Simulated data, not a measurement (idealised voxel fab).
You're looking at the process module voxel self aligned vias.
Displayed cross-section: cut, width of 255 nm, square cells sized 5 nm.
How to read a cross-section here: the picture is a grid of square cells, written as bands going from the top down, and any band can span one or more rows of cells. Look at the band entry: it leads with the top's height and the bottom's height in nm. Then it lists the materials left to right, with a width in nm for each. The word "throughout" on a single material says that material fills the band edge to edge. The word "blank" is empty space. Where do heights start? At 0: under that level the wafer as delivered is made of one material only. And the lowest band has no floor; it just carries on downward, as in "0 nm and below". The width entry "30 to 40" should be interpreted row by row: the top row of cells in the band takes the first number, the bottom row takes the second number, and the change between adjacent rows is uniform throughout. The designation "nothing was modified", where it is given for a processing step, indicates that no cell of the cross-section was altered in the course of that step. The list in "Entrapped void list" covers empty spaces of 8 cells or more that cannot reach the top through any open way, and it gives each as width x height at distance; the distance is from the left edge, and width, height and distance are in nm. Formally, on a step line, whatever follows the settings is a remark that the simulator itself makes on the step. A step line may carry the setting "overlay nm", which, for steps involving a mask, states the distance by which the mask lay to the right of its intended position; negative values denote displacement to the left.
# Process steps - plan
| 1 | RECEIVE: material Si |
| 2 | CONFORMAL_DEP: material SiO2, thk nm 15 |
| 3 | CONFORMAL_DEP: material SiCN, thk nm 5 |
| 4 | DIRECTIONAL_DEP: material SiO2, thk nm 30 |
| 5 | MASKED_ETCH: tone open, mask id LINES, width nm 25, pitch nm 65, etch materials SiO2, depth nm 30, overlay nm 0 |
| 6 | CONFORMAL_DEP: material TiN, thk nm 5 |
| 7 | FILL_DEP: material W, thk nm 5 |
| 8 | CMP: height nm 50 |
| 9 | SELECTIVE_ETCH: etch materials W Ru TiN, depth nm 5 |
| 10 | FILL_DEP: material SiN, thk nm 10 |
| 11 | CMP: height nm 50 |
| 12 | DIRECTIONAL_DEP: material SiO2, thk nm 20 |
| 13 | MASKED_ETCH: tone open, mask id VIAS, width nm 45, pitch nm 65, etch materials SiO2, depth nm 20, overlay nm 0 |
| 14 | MASKED_ETCH: tone open, mask id VIAS, width nm 45, pitch nm 65, etch materials SiN, depth nm 5, overlay nm 0 |
| 15 | CONFORMAL_DEP: material TiN, thk nm 5 |
| 16 | FILL_DEP: material Cu, thk nm 5 |
| 17 | CMP: height nm 70 |
| 18 | CONFORMAL_DEP: material SiCN, thk nm 5 |
# Received-state cross-section, reflecting completion of step 1
> 0 nm and below | Si throughout
> Entrapped void list: none
# first wafer at the end, as planned
> 75 nm to 70 nm | SiCN throughout
> 70 nm to 55 nm | SiO2 (40) | TiN (5) | Cu (35) | TiN (5) | SiO2 (20) | TiN (5) | Cu (35) | TiN (5) | SiO2 (20) | TiN (5) | Cu (35) | TiN (5) | SiO2 (40)
> 55 nm to 50 nm | SiO2 (40) | TiN (15) | Cu (15) | TiN (15) | SiO2 (20) | TiN (15) | Cu (15) | TiN (15) | SiO2 (20) | TiN (15) | Cu (15) | TiN (15) | SiO2 (40)
> 50 nm to 45 nm | SiO2 (50) | TiN (25) | SiO2 (40) | TiN (25) | SiO2 (40) | TiN (25) | SiO2 (50)
> 45 nm to 25 nm | SiO2 (50) | TiN (5) | W (15) | TiN (5) | SiO2 (40) | TiN (5) | W (15) | TiN (5) | SiO2 (40) | TiN (5) | W (15) | TiN (5) | SiO2 (50)
> 25 nm to 20 nm | SiO2 (50) | TiN (25) | SiO2 (40) | TiN (25) | SiO2 (40) | TiN (25) | SiO2 (50)
> 20 nm to 15 nm | SiCN throughout
> 15 nm to 0 nm | SiO2 throughout
> 0 nm and below | Si throughout
> Entrapped void list: none
# Here's the second of our two wafers sectioned at module end. Same start as the first, same plan, but one mistake got made running it
> 75 nm to 70 nm | SiCN throughout
> 70 nm to 55 nm | SiO2 (40) | TiN (5) | Cu (35) | TiN (5) | SiO2 (20) | TiN (5) | Cu (35) | TiN (5) | SiO2 (20) | TiN (5) | Cu (35) | TiN (5) | SiO2 (40)
> 55 nm to 50 nm | SiO2 (40) | TiN (45) | SiO2 (20) | TiN (45) | SiO2 (20) | TiN (45) | SiO2 (40)
> 50 nm to 45 nm | SiCN throughout
> 45 nm to 0 nm | SiO2 throughout
> 0 nm and below | Si throughout
> Entrapped void list: none
Deviation from plan: steps 3 and 4 of the plan were run in the wrong order, each in the other's place
Final difference in cells, second wafer against first, listed per material as more or fewer: 9 fewer of Cu, 90 more of SiO2, 45 fewer of TiN, 36 fewer of W
